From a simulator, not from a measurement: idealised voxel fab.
You're looking at the process module voxel released beams.
Xsec cut, 180 nm wide, square cell size 5 nm.
A cross-section is a grid of square cells, given in bands from the top down. A band is one or more rows of cells. Within each band entry, the heights of the top and of the bottom of the band appear first, in that order and in nm; the materials of the band then follow from left to right, each with its corresponding width in nm. The designation "edge to edge" on a single material indicates that it fills the band from edge to edge; the designation "blank" indicates empty space. The reference from which all heights are counted is 0, the level beneath which the as-received wafer is entirely one material; the lowest band, having no lower bound, proceeds downward and is written after the example "z 0 and below". The two numbers in a width such as "30->40" mark its ends across the band: the first belongs to the top row of cells, the second to the bottom row, and from each row to the next the width moves by the same amount. Given "nothing altered" for a step, no cell of the cross-section differs between before and after that step. Closed empty spaces (no open way to the top) of 8 cells or more are what "Entrapped voids" lists, each as width x height at distance from the left edge, nm for all three. Heads up: the bit after the settings on a step's line is the simulator's remark on that step. overlay nm: right-of-plan distance of the mask on a masked step; negative values mean left-of-plan.

Planned step list for the process:
| 1 | RECEIVE, material Si |
| 2 | CONFORMAL_DEP, material SiN, thk nm 10 |
| 3 | DIRECTIONAL_DEP, material SiO2, thk nm 20 |
| 4 | PATTERN, tone open, mask id ANCHOR, material resist, width nm 35, thk nm 15, overlay nm 0 |
| 5 | DIRECTIONAL_ETCH, etch materials SiO2, depth nm 20 |
| 6 | STRIP, etch materials resist |
| 7 | CONFORMAL_DEP, material TiN, thk nm 15 |
| 8 | DIRECTIONAL_DEP, material aC, thk nm 15 |
| 9 | PATTERN, tone cover, mask id BEAM, material resist, width nm 100, thk nm 30, overlay nm -15 |
| 10 | DIRECTIONAL_ETCH, etch materials aC, depth nm 15 |
| 11 | STRIP, etch materials resist |
| 12 | DIRECTIONAL_ETCH, etch materials TiN, depth nm 15 |
| 13 | STRIP, etch materials aC |
| 14 | STRIP, etch materials SiO2 |
All wafers enter the flow in the same state. The overlay nm at step 9 differs from wafer to wafer, and the plan gives the value for the first wafer.

Incoming state of the first of several wafers in cross-section: after step 1:
z 0 and below  Si edge to edge
Entrapped voids: none

End-of-module cross-section, first of several wafers, after last step 14:
z 45 to 30  20 nm blank; 35 nm TiN; 5 nm blank; 60 nm TiN; 60 nm blank
z 30 to 25  40 nm blank; 15 nm TiN; 5 nm blank; 15 nm TiN; 105 nm blank
z 25 to 10  40 nm blank; 35 nm TiN; 105 nm blank
z 10 to 0  SiN edge to edge
z 0 and below  Si edge to edge
Entrapped voids: none

End of module: cross-section, last of several wafers:
z 45 to 30  50 nm blank; 5 nm TiN; 5 nm blank; 90 nm TiN; 30 nm blank
z 30 to 25  40 nm blank; 15 nm TiN; 5 nm blank; 15 nm TiN; 105 nm blank
z 25 to 10  40 nm blank; 35 nm TiN; 105 nm blank
z 10 to 0  SiN edge to edge
z 0 and below  Si edge to edge
Entrapped voids: none

Note: the following table is arranged by wafer, a row apiece. Each row reports the end-of-module state: per material, cells gained (+) or cells lost (-) compared with the wafer as received; closed voids follow:
overlay nm -15, +72 SiN, +84 TiN, Entrapped voids: none
overlay nm -10, +72 SiN, +84 TiN, Entrapped voids: none
overlay nm -5, +72 SiN, +84 TiN, Entrapped voids: none
overlay nm 0, +72 SiN, +84 TiN, Entrapped voids: none
overlay nm 5, +72 SiN, +84 TiN, Entrapped voids: none
overlay nm 10, +72 SiN, +84 TiN, Entrapped voids: none
overlay nm 15, +72 SiN, +84 TiN, Entrapped voids: none
